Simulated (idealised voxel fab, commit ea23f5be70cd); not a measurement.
Process module under the name voxel capacitor over wiring
Displayed cross-section: cut, width of 290 nm, square cells sized 5 nm.
Square cells in a grid make up a cross-section in this document, and the grid is given as bands, listed from the top down, each one or more rows of cells.
Top height, bottom height, nm. Materials left to right, width each, nm. Single material + "edge to edge" = fills band edge to edge. "empty" = empty.
Where do heights start? At 0: under that level the wafer as delivered is made of one material only. And the lowest band has no floor; it just carries on downward, as in "top 0, no bottom".
A width such as "30 to 40" changes by the same amount from each row of cells to the next, from the band's top row to its bottom row.
When a step is marked "no alteration", none of the cells in the cross-section changed during that step.
"Enclosed cavity list" lists enclosed empty spaces (at least 8 cells, no open path upward to the top), each as width x height at distance from the left edge, in nm.
What comes after the settings on a step's line is commentary from the simulator itself on that step.
Among the settings permitted on a step's line is "overlay nm"; applied to a step with a mask, it specifies the extent to which the mask lay to the right of its planned position, whereas a negative figure signifies a position to the left.
# The steps planned for the process are as follows
step 1: RECEIVE, material Si
step 2: CONFORMAL_DEP, material SiO2, thk nm 10
step 3: DIRECTIONAL_DEP, material TiN, thk nm 5
step 4: DIRECTIONAL_DEP, material Ru, thk nm 25
step 5: PATTERN, tone cover, mask id METAL_1, material resist, width nm 25, pitch nm 95, thk nm 15, overlay nm 0
step 6: DIRECTIONAL_ETCH, etch materials Ru, depth nm 15
step 7: DIRECTIONAL_ETCH, etch materials TiN, depth nm 5
step 8: STRIP, etch materials resist
step 9: CONFORMAL_DEP, material SiCN, thk nm 5
step 10: FILL_DEP, material SiO2, thk nm 10
step 11: CMP, height nm 40
step 12: CONFORMAL_DEP, material SiCN, thk nm 5
step 13: DIRECTIONAL_DEP, material SiO2, thk nm 15
step 14: MASKED_ETCH, tone open, mask id PLUG_1, width nm 15, etch materials SiO2, depth nm 15, overlay nm 0
step 15: MASKED_ETCH, tone open, mask id PLUG_1, width nm 15, etch materials SiCN, depth nm 5, overlay nm 0
step 16: CONFORMAL_DEP, material TiN, thk nm 5
step 17: FILL_DEP, material W, thk nm 5
step 18: CMP, height nm 60
step 19: DIRECTIONAL_DEP, material TiN, thk nm 5
step 20: DIRECTIONAL_DEP, material SiN, thk nm 5
step 21: DIRECTIONAL_DEP, material TiN, thk nm 5
step 22: DIRECTIONAL_DEP, material aC, thk nm 10
step 23: PATTERN, tone cover, mask id UPPER_PLATE, material resist, width nm 75, thk nm 25, overlay nm 0
step 24: DIRECTIONAL_ETCH, etch materials aC, depth nm 10
step 25: STRIP, etch materials resist
step 26: DIRECTIONAL_ETCH, etch materials TiN, depth nm 5
step 27: DIRECTIONAL_ETCH, etch materials SiN, depth nm 5
step 28: STRIP, etch materials aC
step 29: MASKED_ETCH, tone cover, mask id LOWER_PLATE, width nm 85, etch materials TiN, depth nm 5, overlay nm 0
step 30: FILL_DEP, material SiO2, thk nm 15
step 31: CMP, height nm 85
step 32: DIRECTIONAL_DEP, material aC, thk nm 15
step 33: PATTERN, tone open, mask id PLUG_2, material resist, width nm 15, thk nm 30, overlay nm 0
step 34: DIRECTIONAL_ETCH, etch materials aC, depth nm 15
step 35: STRIP, etch materials resist
step 36: DIRECTIONAL_ETCH, etch materials SiO2, depth nm 10
step 37: STRIP, etch materials aC
step 38: CONFORMAL_DEP, material TiN, thk nm 5
step 39: FILL_DEP, material W, thk nm 5
step 40: CMP, height nm 85
step 41: CONFORMAL_DEP, material SiN, thk nm 5
Where the wafers of this document differ is in the depth nm of step 6; they start out the same, and the plan states the value that applied to the first wafer.
# Step 1 complete: as-received cross-section of the first of several wafers
* top 0, no bottom  Si edge to edge
* Enclosed cavity list: none
# Quick key for the table: a row per wafer, taken at the end of the module. For each material it tells you how many cells the wafer gained (+) or lost (-) since it came in, and the closed voids come after
depth nm 15, +146 Ru, +111 SiCN, +73 SiN, +606 SiO2, +104 TiN, +4 W, Enclosed cavity list: none
depth nm 20, +98 Ru, +115 SiCN, +73 SiN, +650 SiO2, +104 TiN, +4 W, Enclosed cavity list: none
depth nm 25, +50 Ru, +123 SiCN, +73 SiN, +738 SiO2, +56 TiN, +4 W, Enclosed cavity list: none
depth nm 30, +50 Ru, +123 SiCN, +73 SiN, +738 SiO2, +56 TiN, +4 W, Enclosed cavity list: none
depth nm 35, +50 Ru, +123 SiCN, +73 SiN, +738 SiO2, +56 TiN, +4 W, Enclosed cavity list: none
depth nm 40, +50 Ru, +123 SiCN, +73 SiN, +738 SiO2, +56 TiN, +4 W, Enclosed cavity list: none
